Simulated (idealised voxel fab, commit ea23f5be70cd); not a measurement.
process module | voxel wiring stack
cross-section cut | 220 nm wide | cells 5 nm
A cross-section is a grid of square cells, given in bands from the top down. A band is one or more rows of cells.
Each band's line starts with the height of the band's top and of its bottom, in nm. Then come its materials from left to right, each with its width in nm. One material with "throughout" fills the band from edge to edge. "air" is empty space.
Height 0 is the level under which the wafer as received is all one material. The lowest band goes on downwards, as in "0 down".
A width such as "30 to 40" changes by the same amount from each row of cells to the next, from the band's top row to its bottom row.
"no change" after a step means that no cell of the cross-section changed.
closed voids: empty space of 8 cells or more with no open way to the top, each as width x height at its distance from the left edge, in nm
after a step's settings: what the simulator itself notes on the step
overlay nm, on a step with a mask: how far to the right of its planned place the mask lay; to the left if negative
plan
1 op RECEIVE | material Si
2 op CONFORMAL_DEP | material SiO2 | thk nm 15
3 op CONFORMAL_DEP | material SiN | thk nm 5
4 op DIRECTIONAL_DEP | material SiO2 | thk nm 25
5 op PATTERN | tone open | mask id METAL_1 | material resist | width nm 25 | pitch nm 50 | thk nm 20 | overlay nm 0
6 op DIRECTIONAL_ETCH | etch materials SiO2 | depth nm 25
7 op DIRECTIONAL_ETCH | etch materials SiN | depth nm 5
8 op STRIP | etch materials resist
9 op CONFORMAL_DEP | material TiN | thk nm 5
10 op FILL_DEP | material W | thk nm 5
11 op CMP | height nm 45
12 op CONFORMAL_DEP | material SiCN | thk nm 5
13 op DIRECTIONAL_DEP | material SiO2 | thk nm 10
14 op PATTERN | tone open | mask id PLUG_1 | material resist | width nm 15 | pitch nm 50 | thk nm 20 | overlay nm 0
15 op DIRECTIONAL_ETCH | etch materials SiO2 | depth nm 10
16 op DIRECTIONAL_ETCH | etch materials SiCN | depth nm 5
17 op STRIP | etch materials resist
18 op EPI | material Ru | thk nm 10
19 op EPI | material Ru | thk nm 5
20 op DIRECTIONAL_DEP | material TiN | thk nm 5
21 op DIRECTIONAL_DEP | material Ru | thk nm 25
22 op PATTERN | tone cover | mask id METAL_2 | material resist | width nm 25 | pitch nm 50 | thk nm 15 | overlay nm 0
23 op DIRECTIONAL_ETCH | etch materials Ru | depth nm 25
24 op DIRECTIONAL_ETCH | etch materials TiN | depth nm 5
25 op STRIP | etch materials resist
26 op FILL_DEP | material SiO2 | thk nm 10
27 op CMP | height nm 90
28 op CONFORMAL_DEP | material SiN | thk nm 5
as received, after step 1
  0 down: Si throughout
  closed voids: none
first wafer at the end, as planned
  95 to 90: SiN throughout
  90 to 65: SiO2 70 | Ru 25 | SiO2 25 | Ru 25 | SiO2 75
  65 to 60: SiO2 70 | TiN 25 | SiO2 25 | TiN 25 | SiO2 75
  60 to 50: SiO2 70 | Ru 15 | SiO2 35 | Ru 15 | SiO2 85
  50 to 45: SiCN 70 | Ru 15 | SiCN 35 | Ru 15 | SiCN 85
  45 to 20: SiO2 70 | TiN 5 | W 15 | TiN 5 | SiO2 25 | TiN 5 | W 15 | TiN 5 | SiO2 75
  20 to 15: SiN 70 | TiN 25 | SiN 25 | TiN 25 | SiN 75
  15 to 0: SiO2 throughout
  0 down: Si throughout
  closed voids: none
second wafer at the end: like start, like plan, one mistake
  95 to 90: SiN throughout
  90 to 80: SiO2 70 | Ru 25 | SiO2 25 | Ru 25 | SiO2 75
  80 to 75: SiO2 70 | TiN 25 | SiO2 25 | TiN 25 | SiO2 75
  75 to 60: Ru throughout
  60 to 50: TiN throughout
  50 to 45: SiCN throughout
  45 to 20: SiO2 70 | TiN 5 | W 15 | TiN 5 | SiO2 25 | TiN 5 | W 15 | TiN 5 | SiO2 75
  20 to 15: SiN 70 | TiN 25 | SiN 25 | TiN 25 | SiN 75
  15 to 0: SiO2 throughout
  0 down: Si throughout
  closed voids: none
what went wrong: step 13 ran as: op DIRECTIONAL_DEP | material TiN | thk nm 10
at the end the second wafer has, in cells: 84 more of Ru | 6 more of SiCN | 178 fewer of SiO2 | 88 more of TiN
